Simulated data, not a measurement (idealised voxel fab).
Process module, titled voxel fin reveal
In the cross-section labelled cut, the width is 205 nm and each square cell is 5 nm.
Cross-section layout: square cells on a grid; listed as bands, top to bottom; a band spans one or more cell rows.
For a band, the entry starts with two heights in nm, that of the top and then that of the bottom, and carries on with the band's materials in order from left to right, each alongside its width in nm; the word "everywhere" beside a single material means it fills the band edge to edge, and "empty" means empty space.
Height datum 0, below which the as-received substrate wafer is one material. Lowest band open at the bottom, running downward: "0..down".
The two numbers in a width such as "30 to 40" mark its ends across the band: the first belongs to the top row of cells, the second to the bottom row, and from each row to the next the width moves by the same amount.
A step reported as "nothing different" is a step in which no cell of the cross-section changed.
Entry "Voids, fully enclosed" = empty spaces >= 8 cells with no open way to the top; each as width x height at distance, distance from left edge, all nm.
Step line, after settings: the simulator's comment on this step.
For masked steps, "overlay nm" on the step line gives how far right of plan the mask actually lay; a minus sign means it lay to the left.
# List of planned process steps
1,RECEIVE | material Si
2,CONFORMAL_DEP | material SiN | thk nm 5
3,MASKED_ETCH | tone cover | mask id FINS | width nm 15 | pitch nm 35 | etch materials SiN | depth nm 5 | overlay nm 0
4,MASKED_ETCH | tone cover | mask id FINS | width nm 15 | pitch nm 35 | etch materials Si | depth nm 30 | overlay nm 0
5,FILL_DEP | material SiO2 | thk nm 5
6,CMP | height nm 5
7,SELECTIVE_ETCH | etch materials SiO2 | depth nm 25
8,STRIP | etch materials SiN
9,CONFORMAL_DEP | material HfO2 | thk nm 5
# Wafer as received: cross-section following step 1
- 0..down = Si everywhere
- Voids, fully enclosed: none
# Module complete - cross-section of the first of two wafers, run according to plan
- 5..0 = empty=70  HfO2=25  empty=10  HfO2=25  empty=75
- 0..-15 = empty=70  HfO2=5  Si=15  HfO2=5  empty=10  HfO2=5  Si=15  HfO2=5  empty=75
- -15..-20 = HfO2=75  Si=15  HfO2=20  Si=15  HfO2=80
- -20..-30 = SiO2=75  Si=15  SiO2=20  Si=15  SiO2=80
- -30..down = Si everywhere
- Voids, fully enclosed: none
# Cross-section at end of module for the second wafer of two, which matched the first in starting point and plan and differed by one mistake in its processing
- 0..-20 = empty=75  Si=15  empty=20  Si=15  empty=80
- -20..-30 = SiO2=75  Si=15  SiO2=20  Si=15  SiO2=80
- -30..down = Si everywhere
- Voids, fully enclosed: none
Want to know what went wrong? the run left out plan step 9 entirely, so it was never executed
Heads up, by the end the second wafer has more or fewer cells of some materials compared to the first: HfO2: 57 fewer
